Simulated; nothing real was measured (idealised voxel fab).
Process module in this document: voxel gate over fins
Section cut is 250 nm wide and gridded with 5 nm square cells.
A cross-section in this document is a grid of square cells, and it is written down as bands, the top band listed before the ones below it; a band is made up of one or more rows of cells.
Band: top height; bottom height; in nm. Then, left to right: material with width in nm, for each material. "edge to edge": a single material spanning edge to edge. "empty": empty space.
Where do heights start? At 0: under that level the wafer as delivered is made of one material only. And the lowest band has no floor; it just carries on downward, as in "from 0 down".
Per-row width for "30..40": begins at first number (top row of band), ends at second number (bottom row), increment between rows held constant.
Any step labelled "same as before" changed none of the cells in the cross-section.
Under "Enclosed void inventory" you'll find the enclosed gaps, the ones with no way out to the top, that are 8 cells or bigger; each reads width x height at distance, with distance counted from the left edge, everything in nm.
On a step's line, text after the settings is the simulator commenting on that step.
You can add "overlay nm" to a step's line. For a step with a mask, it describes how far the mask lay to the right of its planned position, and a negative number describes a lay to the left.
# Process steps (planned)
1,RECEIVE with material Si
2,CONFORMAL_DEP with material SiN, thk nm 5
3,PATTERN with tone cover, mask id FINS, material resist, width nm 15, pitch nm 50, thk nm 20, overlay nm -15
4,DIRECTIONAL_ETCH with etch materials SiN, depth nm 5
5,DIRECTIONAL_ETCH with etch materials Si, depth nm 35
6,STRIP with etch materials resist
7,OXIDIZE with depth nm 5
8,FILL_DEP with material SiO2, thk nm 15
9,CMP with height nm 5
10,PATTERN with tone open, mask id RAIL, material resist, width nm 15, thk nm 20, overlay nm 0
11,DIRECTIONAL_ETCH with etch materials SiO2, depth nm 35
12,STRIP with etch materials resist
13,CONFORMAL_DEP with material TiN, thk nm 5
14,FILL_DEP with material W, thk nm 5
15,CMP with height nm 5
16,SELECTIVE_ETCH with etch materials W Ru TiN, depth nm 25
17,FILL_DEP with material SiO2, thk nm 5
18,CMP with height nm 5
19,SELECTIVE_ETCH with etch materials SiO2, depth nm 20
20,STRIP with etch materials SiN
21,CONFORMAL_DEP with material HfO2, thk nm 5
22,CONFORMAL_DEP with material TiN, thk nm 5
23,FILL_DEP with material W, thk nm 10
24,CMP with height nm 15
25,CONFORMAL_DEP with material SiN, thk nm 5
Wafer-to-wafer difference: overlay nm, step 3. Common start. Plan = first wafer's value.
# Incoming state of the first of several wafers in cross-section: after step 1
	from 0 down = Si edge to edge
	Enclosed void inventory: none
# Gained (+) or lost (-) cells of each material since receipt, then closed voids: one row per wafer, at the end of the module
overlay nm -15, +68 HfO2, -376 Si, +50 SiN, +231 SiO2, +72 TiN, +155 W, Enclosed void inventory: none
overlay nm -10, +68 HfO2, -376 Si, +50 SiN, +229 SiO2, +73 TiN, +156 W, Enclosed void inventory: none
overlay nm -5, +68 HfO2, -376 Si, +50 SiN, +229 SiO2, +73 TiN, +156 W, Enclosed void inventory: none
overlay nm 0, +68 HfO2, -376 Si, +50 SiN, +229 SiO2, +73 TiN, +156 W, Enclosed void inventory: none
overlay nm 5, +68 HfO2, -376 Si, +50 SiN, +229 SiO2, +73 TiN, +156 W, Enclosed void inventory: none
overlay nm 10, +68 HfO2, -376 Si, +50 SiN, +229 SiO2, +73 TiN, +156 W, Enclosed void inventory: none
overlay nm 15, +68 HfO2, -376 Si, +50 SiN, +231 SiO2, +72 TiN, +155 W, Enclosed void inventory: none
